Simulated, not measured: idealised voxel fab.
process module | voxel transistor to metal
cross-section cut | 165 nm wide | cells 5 nm
A cross-section is a grid of square cells, given in bands from the top down. A band is one or more rows of cells.
Each band's line starts with the height of the band's top and of its bottom, in nm. Then come its materials from left to right, each with its width in nm. One material with "throughout" fills the band from edge to edge. "air" is empty space.
Height 0 is the level under which the wafer as received is all one material. The lowest band goes on downwards, as in "0 down".
A width such as "30 to 40" changes by the same amount from each row of cells to the next, from the band's top row to its bottom row.
"no change" after a step means that no cell of the cross-section changed.
closed voids: empty space of 8 cells or more with no open way to the top, each as width x height at its distance from the left edge, in nm
after a step's settings: what the simulator itself notes on the step
overlay nm, on a step with a mask: how far to the right of its planned place the mask lay; to the left if negative
plan
1 op RECEIVE | material Si
2 op CONFORMAL_DEP | material SiO2 | thk nm 5
3 op CONFORMAL_DEP | material SiN | thk nm 10
4 op MASKED_ETCH | tone cover | mask id ACTIVE | width nm 110 | etch materials SiN | depth nm 10 | overlay nm 0
5 op MASKED_ETCH | tone cover | mask id ACTIVE | width nm 110 | etch materials SiO2 | depth nm 5 | overlay nm 0
6 op MASKED_ETCH | tone cover | mask id ACTIVE | width nm 110 | etch materials Si | depth nm 35 | overlay nm 0
7 op FILL_DEP | material SiO2 | thk nm 15
8 op CMP | height nm 15
9 op SELECTIVE_ETCH | etch materials SiO2 | depth nm 10
10 op STRIP | etch materials SiN
11 op SELECTIVE_ETCH | etch materials SiO2 | depth nm 5
12 op OXIDIZE | depth nm 5
13 op DIRECTIONAL_DEP | material polySi | thk nm 25
14 op DIRECTIONAL_DEP | material SiCN | thk nm 10
15 op DIRECTIONAL_DEP | material aC | thk nm 15
16 op PATTERN | tone cover | mask id GATE | material resist | width nm 20 | thk nm 30 | overlay nm 0
17 op DIRECTIONAL_ETCH | etch materials aC | depth nm 15
18 op STRIP | etch materials resist
19 op DIRECTIONAL_ETCH | etch materials SiCN | depth nm 20
20 op DIRECTIONAL_ETCH | etch materials polySi | depth nm 35
21 op STRIP | etch materials aC
22 op CONFORMAL_DEP | material SiO2 | thk nm 5
23 op DIRECTIONAL_ETCH | etch materials SiO2 | depth nm 5
24 op CONFORMAL_DEP | material SiN | thk nm 5
25 op DIRECTIONAL_ETCH | etch materials SiN | depth nm 5
26 op DIRECTIONAL_ETCH | etch materials SiO2 | depth nm 5
27 op DIRECTIONAL_ETCH | etch materials Si | depth nm 10
28 op EPI | material nSi | thk nm 15
29 op FILL_DEP | material SiO2 | thk nm 5
30 op CMP | height nm 35
31 op DIRECTIONAL_DEP | material SiO2 | thk nm 10
32 op PATTERN | tone open | mask id CONTACT | material resist | width nm 35 | pitch nm 65 | thk nm 20 | overlay nm 0
33 op DIRECTIONAL_ETCH | etch materials SiO2 | depth nm 45
34 op STRIP | etch materials resist
35 op CONFORMAL_DEP | material TiN | thk nm 5
36 op FILL_DEP | material Ru | thk nm 10
37 op CMP | height nm 45
38 op CONFORMAL_DEP | material SiN | thk nm 5
39 op DIRECTIONAL_DEP | material lowk | thk nm 20
40 op PATTERN | tone open | mask id METAL_1 | material resist | width nm 20 | pitch nm 80 | thk nm 15 | overlay nm 0
41 op DIRECTIONAL_ETCH | etch materials lowk | depth nm 20
42 op DIRECTIONAL_ETCH | etch materials SiN | depth nm 5
43 op STRIP | etch materials resist
44 op CONFORMAL_DEP | material TiN | thk nm 5
45 op FILL_DEP | material W | thk nm 5
46 op CMP | height nm 70
47 op CONFORMAL_DEP | material SiCN | thk nm 5
first wafer, as planned
as received, after step 1
  0 down: Si throughout
  closed voids: none
after step 2
  5 to 0: SiO2 throughout
  below 0: unchanged
after step 3
  15 to 5: SiN throughout
  below 5: unchanged
after step 4
  15 to 5: air 25 | SiN 110 | air 30
  below 5: unchanged
after step 5
  15 to 5: air 25 | SiN 110 | air 30
  5 to 0: air 25 | SiO2 110 | air 30
  below 0: unchanged
after step 6
  15 to 5: air 25 | SiN 110 | air 30
  5 to 0: air 25 | SiO2 110 | air 30
  0 to -35: air 25 | Si 110 | air 30
  below -35: unchanged
after step 7
  30 to 15: SiO2 throughout
  15 to 5: SiO2 25 | SiN 110 | SiO2 30
  5 to 0: SiO2 throughout
  0 to -35: SiO2 25 | Si 110 | SiO2 30
  below -35: unchanged
after step 8
  15 to 5: SiO2 25 | SiN 110 | SiO2 30
  below 5: unchanged
after step 9
  15 to 5: air 25 | SiN 110 | air 30
  below 5: unchanged
after step 10
  5 to 0: SiO2 throughout
  below 0: unchanged
after step 11
  0 to -35: SiO2 25 | Si 110 | SiO2 30
  below -35: unchanged
after step 12
  0 to -5: SiO2 throughout
  below -5: unchanged
after step 13
  25 to 0: polySi throughout
  below 0: unchanged
after step 14
  35 to 25: SiCN throughout
  below 25: unchanged
after step 15
  50 to 35: aC throughout
  below 35: unchanged
after step 16
  80 to 50: air 70 | resist 20 | air 75
  below 50: unchanged
after step 17
  65 to 50: air 70 | resist 20 | air 75
  50 to 35: air 70 | aC 20 | air 75
  below 35: unchanged
after step 18
  50 to 35: air 70 | aC 20 | air 75
  below 35: unchanged
after step 19
  50 to 35: air 70 | aC 20 | air 75
  35 to 25: air 70 | SiCN 20 | air 75
  below 25: unchanged
after step 20
  50 to 35: air 70 | aC 20 | air 75
  35 to 25: air 70 | SiCN 20 | air 75
  25 to 0: air 70 | polySi 20 | air 75
  below 0: unchanged
after step 21
  35 to 25: air 70 | SiCN 20 | air 75
  below 25: unchanged
after step 22
  40 to 35: air 65 | SiO2 30 | air 70
  35 to 25: air 65 | SiO2 5 | SiCN 20 | SiO2 5 | air 70
  25 to 5: air 65 | SiO2 5 | polySi 20 | SiO2 5 | air 70
  5 to 0: SiO2 70 | polySi 20 | SiO2 75
  below 0: unchanged
after step 23
  35 to 25: air 65 | SiO2 5 | SiCN 20 | SiO2 5 | air 70
  25 to 0: air 65 | SiO2 5 | polySi 20 | SiO2 5 | air 70
  below 0: unchanged
after step 24
  40 to 35: air 60 | SiN 40 | air 65
  35 to 25: air 60 | SiN 5 | SiO2 5 | SiCN 20 | SiO2 5 | SiN 5 | air 65
  25 to 5: air 60 | SiN 5 | SiO2 5 | polySi 20 | SiO2 5 | SiN 5 | air 65
  5 to 0: SiN 65 | SiO2 5 | polySi 20 | SiO2 5 | SiN 70
  below 0: unchanged
after step 25
  35 to 25: air 60 | SiN 5 | SiO2 5 | SiCN 20 | SiO2 5 | SiN 5 | air 65
  25 to 0: air 60 | SiN 5 | SiO2 5 | polySi 20 | SiO2 5 | SiN 5 | air 65
  below 0: unchanged
after step 26
  35 to 30: air 60 | SiN 5 | air 5 | SiCN 20 | air 5 | SiN 5 | air 65
  30 to 25: air 60 | SiN 5 | SiO2 5 | SiCN 20 | SiO2 5 | SiN 5 | air 65
  25 to 0: air 60 | SiN 5 | SiO2 5 | polySi 20 | SiO2 5 | SiN 5 | air 65
  0 to -5: air 60 | SiO2 40 | air 65
  below -5: unchanged
after step 27
  35 to 30: air 60 | SiN 5 | air 5 | SiCN 20 | air 5 | SiN 5 | air 65
  30 to 25: air 60 | SiN 5 | SiO2 5 | SiCN 20 | SiO2 5 | SiN 5 | air 65
  25 to 0: air 60 | SiN 5 | SiO2 5 | polySi 20 | SiO2 5 | SiN 5 | air 65
  0 to -5: air 60 | SiO2 40 | air 65
  -5 to -15: SiO2 25 | air 35 | Si 40 | air 35 | SiO2 30
  below -15: unchanged
after step 28
  35 to 30: air 60 | SiN 5 | air 5 | SiCN 20 | air 5 | SiN 5 | air 65
  30 to 25: air 60 | SiN 5 | SiO2 5 | SiCN 20 | SiO2 5 | SiN 5 | air 65
  25 to 10: air 60 | SiN 5 | SiO2 5 | polySi 20 | SiO2 5 | SiN 5 | air 65
  10 to 0: air 45 | nSi 15 | SiN 5 | SiO2 5 | polySi 20 | SiO2 5 | SiN 5 | nSi 15 | air 50
  0 to -5: air 20 | nSi 40 | SiO2 40 | nSi 40 | air 25
  -5 to -15: SiO2 25 | nSi 35 | Si 40 | nSi 35 | SiO2 30
  below -15: unchanged
after step 29
  40 to 35: SiO2 throughout
  35 to 25: SiO2 60 | SiN 5 | SiO2 5 | SiCN 20 | SiO2 5 | SiN 5 | SiO2 65
  25 to 10: SiO2 60 | SiN 5 | SiO2 5 | polySi 20 | SiO2 5 | SiN 5 | SiO2 65
  10 to 0: SiO2 45 | nSi 15 | SiN 5 | SiO2 5 | polySi 20 | SiO2 5 | SiN 5 | nSi 15 | SiO2 50
  0 to -5: SiO2 20 | nSi 40 | SiO2 40 | nSi 40 | SiO2 25
  below -5: unchanged
after step 30
  35 to 25: SiO2 60 | SiN 5 | SiO2 5 | SiCN 20 | SiO2 5 | SiN 5 | SiO2 65
  below 25: unchanged
after step 31
  45 to 35: SiO2 throughout
  below 35: unchanged
after step 32
  65 to 45: resist 30 | air 35 | resist 30 | air 35 | resist 35
  below 45: unchanged
after step 33
  65 to 45: resist 30 | air 35 | resist 30 | air 35 | resist 35
  45 to 35: SiO2 30 | air 35 | SiO2 30 | air 35 | SiO2 35
  35 to 25: SiO2 30 | air 30 | SiN 5 | SiO2 5 | SiCN 20 | SiO2 5 | SiN 5 | air 30 | SiO2 35
  25 to 10: SiO2 30 | air 30 | SiN 5 | SiO2 5 | polySi 20 | SiO2 5 | SiN 5 | air 30 | SiO2 35
  10 to 0: SiO2 30 | air 15 | nSi 15 | SiN 5 | SiO2 5 | polySi 20 | SiO2 5 | SiN 5 | nSi 15 | air 15 | SiO2 35
  below 0: unchanged
after step 34
  45 to 35: SiO2 30 | air 35 | SiO2 30 | air 35 | SiO2 35
  below 35: unchanged
after step 35
  50 to 45: TiN 35 | air 25 | TiN 40 | air 25 | TiN 40
  45 to 35: SiO2 30 | TiN 5 | air 25 to 20 | TiN 5 to 10 | SiO2 30 | TiN 5 to 10 | air 25 to 20 | TiN 5 | SiO2 35
  35 to 25: SiO2 30 | TiN 5 | air 20 | TiN 5 | SiN 5 | SiO2 5 | SiCN 20 | SiO2 5 | SiN 5 | TiN 5 | air 20 | TiN 5 | SiO2 35
  25 to 15: SiO2 30 | TiN 5 | air 20 | TiN 5 | SiN 5 | SiO2 5 | polySi 20 | SiO2 5 | SiN 5 | TiN 5 | air 20 | TiN 5 | SiO2 35
  15 to 10: SiO2 30 | TiN 5 | air 5 | TiN 20 | SiN 5 | SiO2 5 | polySi 20 | SiO2 5 | SiN 5 | TiN 20 | air 5 | TiN 5 | SiO2 35
  10 to 5: SiO2 30 | TiN 5 | air 5 | TiN 5 | nSi 15 | SiN 5 | SiO2 5 | polySi 20 | SiO2 5 | SiN 5 | nSi 15 | TiN 5 | air 5 | TiN 5 | SiO2 35
  5 to 0: SiO2 30 | TiN 15 | nSi 15 | SiN 5 | SiO2 5 | polySi 20 | SiO2 5 | SiN 5 | nSi 15 | TiN 15 | SiO2 35
  below 0: unchanged
after step 36
  60 to 50: Ru throughout
  50 to 45: TiN 35 | Ru 25 | TiN 40 | Ru 25 | TiN 40
  45 to 35: SiO2 30 | TiN 5 | Ru 25 to 20 | TiN 5 to 10 | SiO2 30 | TiN 5 to 10 | Ru 25 to 20 | TiN 5 | SiO2 35
  35 to 25: SiO2 30 | TiN 5 | Ru 20 | TiN 5 | SiN 5 | SiO2 5 | SiCN 20 | SiO2 5 | SiN 5 | TiN 5 | Ru 20 | TiN 5 | SiO2 35
  25 to 15: SiO2 30 | TiN 5 | Ru 20 | TiN 5 | SiN 5 | SiO2 5 | polySi 20 | SiO2 5 | SiN 5 | TiN 5 | Ru 20 | TiN 5 | SiO2 35
  15 to 10: SiO2 30 | TiN 5 | Ru 5 | TiN 20 | SiN 5 | SiO2 5 | polySi 20 | SiO2 5 | SiN 5 | TiN 20 | Ru 5 | TiN 5 | SiO2 35
  10 to 5: SiO2 30 | TiN 5 | Ru 5 | TiN 5 | nSi 15 | SiN 5 | SiO2 5 | polySi 20 | SiO2 5 | SiN 5 | nSi 15 | TiN 5 | Ru 5 | TiN 5 | SiO2 35
  below 5: unchanged
after step 37
  45 to 35: SiO2 30 | TiN 5 | Ru 25 to 20 | TiN 5 to 10 | SiO2 30 | TiN 5 to 10 | Ru 25 to 20 | TiN 5 | SiO2 35
  below 35: unchanged
after step 38
  50 to 45: SiN throughout
  below 45: unchanged
after step 39
  70 to 50: lowk throughout
  below 50: unchanged
after step 40
  85 to 70: resist 30 | air 20 | resist 60 | air 20 | resist 35
  below 70: unchanged
after step 41
  85 to 70: resist 30 | air 20 | resist 60 | air 20 | resist 35
  70 to 50: lowk 30 | air 20 | lowk 60 | air 20 | lowk 35
  below 50: unchanged
after step 42
  85 to 70: resist 30 | air 20 | resist 60 | air 20 | resist 35
  70 to 50: lowk 30 | air 20 | lowk 60 | air 20 | lowk 35
  50 to 45: SiN 30 | air 20 | SiN 60 | air 20 | SiN 35
  below 45: unchanged
after step 43
  70 to 50: lowk 30 | air 20 | lowk 60 | air 20 | lowk 35
  below 50: unchanged
after step 44
  75 to 70: TiN 35 | air 10 | TiN 70 | air 10 | TiN 40
  70 to 50: lowk 30 | TiN 5 | air 10 | TiN 5 | lowk 60 | TiN 5 | air 10 | TiN 5 | lowk 35
  50 to 45: SiN 30 | TiN 20 | SiN 60 | TiN 20 | SiN 35
  below 45: unchanged
after step 45
  80 to 75: W throughout
  75 to 70: TiN 35 | W 10 | TiN 70 | W 10 | TiN 40
  70 to 50: lowk 30 | TiN 5 | W 10 | TiN 5 | lowk 60 | TiN 5 | W 10 | TiN 5 | lowk 35
  below 50: unchanged
after step 46
  70 to 50: lowk 30 | TiN 5 | W 10 | TiN 5 | lowk 60 | TiN 5 | W 10 | TiN 5 | lowk 35
  below 50: unchanged
after step 47
  75 to 70: SiCN throughout
  below 70: unchanged
second wafer: like start, like plan, one mistake. Through step 15 it matches the first wafer
when step 16 should have ended
  80 to 50: resist 70 | air 20 | resist 75
  below 50: unchanged
when step 17 should have ended
  65 to 50: resist 70 | air 20 | resist 75
  50 to 35: aC 70 | air 20 | aC 75
  below 35: unchanged
when step 18 should have ended
  50 to 35: aC 70 | air 20 | aC 75
  below 35: unchanged
when step 19 should have ended
  50 to 35: aC 70 | air 20 | aC 75
  35 to 25: SiCN 70 | air 20 | SiCN 75
  below 25: unchanged
when step 20 should have ended
  50 to 35: aC 70 | air 20 | aC 75
  35 to 25: SiCN 70 | air 20 | SiCN 75
  25 to 0: polySi 70 | air 20 | polySi 75
  below 0: unchanged
when step 21 should have ended
  35 to 25: SiCN 70 | air 20 | SiCN 75
  below 25: unchanged
when step 22 should have ended
  40 to 35: SiO2 75 | air 10 | SiO2 80
  35 to 25: SiCN 70 | SiO2 5 | air 10 | SiO2 5 | SiCN 75
  25 to 5: polySi 70 | SiO2 5 | air 10 | SiO2 5 | polySi 75
  5 to 0: polySi 70 | SiO2 20 | polySi 75
  below 0: unchanged
when step 23 should have ended
  35 to 25: SiCN 70 | SiO2 5 | air 10 | SiO2 5 | SiCN 75
  25 to 0: polySi 70 | SiO2 5 | air 10 | SiO2 5 | polySi 75
  below 0: unchanged
when step 24 should have ended
  40 to 35: SiN throughout
  35 to 25: SiCN 70 | SiO2 5 | SiN 10 | SiO2 5 | SiCN 75
  25 to 0: polySi 70 | SiO2 5 | SiN 10 | SiO2 5 | polySi 75
  below 0: unchanged
when step 25 should have ended
  35 to 25: SiCN 70 | SiO2 5 | SiN 10 | SiO2 5 | SiCN 75
  below 25: unchanged
when step 26 should have ended
  35 to 30: SiCN 70 | air 5 | SiN 10 | air 5 | SiCN 75
  below 30: unchanged
when step 27 should have ended: no change
when step 28 should have ended: no change
when step 29 should have ended
  40 to 35: SiO2 throughout
  35 to 25: SiCN 70 | SiO2 5 | SiN 10 | SiO2 5 | SiCN 75
  below 25: unchanged
when step 30 should have ended
  35 to 25: SiCN 70 | SiO2 5 | SiN 10 | SiO2 5 | SiCN 75
  below 25: unchanged
when step 31 should have ended
  45 to 35: SiO2 throughout
  below 35: unchanged
when step 32 should have ended
  65 to 45: resist 30 | air 35 | resist 30 | air 35 | resist 35
  below 45: unchanged
when step 33 should have ended
  65 to 45: resist 30 | air 35 | resist 30 | air 35 | resist 35
  45 to 35: SiO2 30 | air 35 | SiO2 30 | air 35 | SiO2 35
  below 35: unchanged
when step 34 should have ended
  45 to 35: SiO2 30 | air 35 | SiO2 30 | air 35 | SiO2 35
  below 35: unchanged
when step 35 should have ended
  50 to 45: TiN 35 | air 25 | TiN 40 | air 25 | TiN 40
  45 to 40: SiO2 30 | TiN 5 | air 25 | TiN 5 | SiO2 30 | TiN 5 | air 25 | TiN 5 | SiO2 35
  40 to 35: SiO2 30 | TiN 35 | SiO2 30 | TiN 35 | SiO2 35
  below 35: unchanged
when step 36 should have ended
  60 to 50: Ru throughout
  50 to 45: TiN 35 | Ru 25 | TiN 40 | Ru 25 | TiN 40
  45 to 40: SiO2 30 | TiN 5 | Ru 25 | TiN 5 | SiO2 30 | TiN 5 | Ru 25 | TiN 5 | SiO2 35
  below 40: unchanged
when step 37 should have ended
  45 to 40: SiO2 30 | TiN 5 | Ru 25 | TiN 5 | SiO2 30 | TiN 5 | Ru 25 | TiN 5 | SiO2 35
  below 40: unchanged
when step 38 should have ended
  50 to 45: SiN throughout
  below 45: unchanged
when step 39 should have ended
  70 to 50: lowk throughout
  below 50: unchanged
when step 40 should have ended
  85 to 70: resist 30 | air 20 | resist 60 | air 20 | resist 35
  below 70: unchanged
when step 41 should have ended
  85 to 70: resist 30 | air 20 | resist 60 | air 20 | resist 35
  70 to 50: lowk 30 | air 20 | lowk 60 | air 20 | lowk 35
  below 50: unchanged
when step 42 should have ended
  85 to 70: resist 30 | air 20 | resist 60 | air 20 | resist 35
  70 to 50: lowk 30 | air 20 | lowk 60 | air 20 | lowk 35
  50 to 45: SiN 30 | air 20 | SiN 60 | air 20 | SiN 35
  below 45: unchanged
when step 43 should have ended
  70 to 50: lowk 30 | air 20 | lowk 60 | air 20 | lowk 35
  below 50: unchanged
when step 44 should have ended
  75 to 70: TiN 35 | air 10 | TiN 70 | air 10 | TiN 40
  70 to 50: lowk 30 | TiN 5 | air 10 | TiN 5 | lowk 60 | TiN 5 | air 10 | TiN 5 | lowk 35
  50 to 45: SiN 30 | TiN 20 | SiN 60 | TiN 20 | SiN 35
  below 45: unchanged
when step 45 should have ended
  80 to 75: W throughout
  75 to 70: TiN 35 | W 10 | TiN 70 | W 10 | TiN 40
  70 to 50: lowk 30 | TiN 5 | W 10 | TiN 5 | lowk 60 | TiN 5 | W 10 | TiN 5 | lowk 35
  below 50: unchanged
when step 46 should have ended
  70 to 50: lowk 30 | TiN 5 | W 10 | TiN 5 | lowk 60 | TiN 5 | W 10 | TiN 5 | lowk 35
  below 50: unchanged
when step 47 should have ended
  75 to 70: SiCN throughout
  below 70: unchanged
what went wrong: step 16 ran as: op PATTERN | tone open | mask id GATE | material resist | width nm 20 | thk nm 30 | overlay nm 0
at the end the second wafer has, in cells: 44 fewer of Ru | 28 more of Si | 50 more of SiCN | 75 fewer of SiO2 | 28 fewer of TiN | 56 fewer of nSi | 125 more of polySi
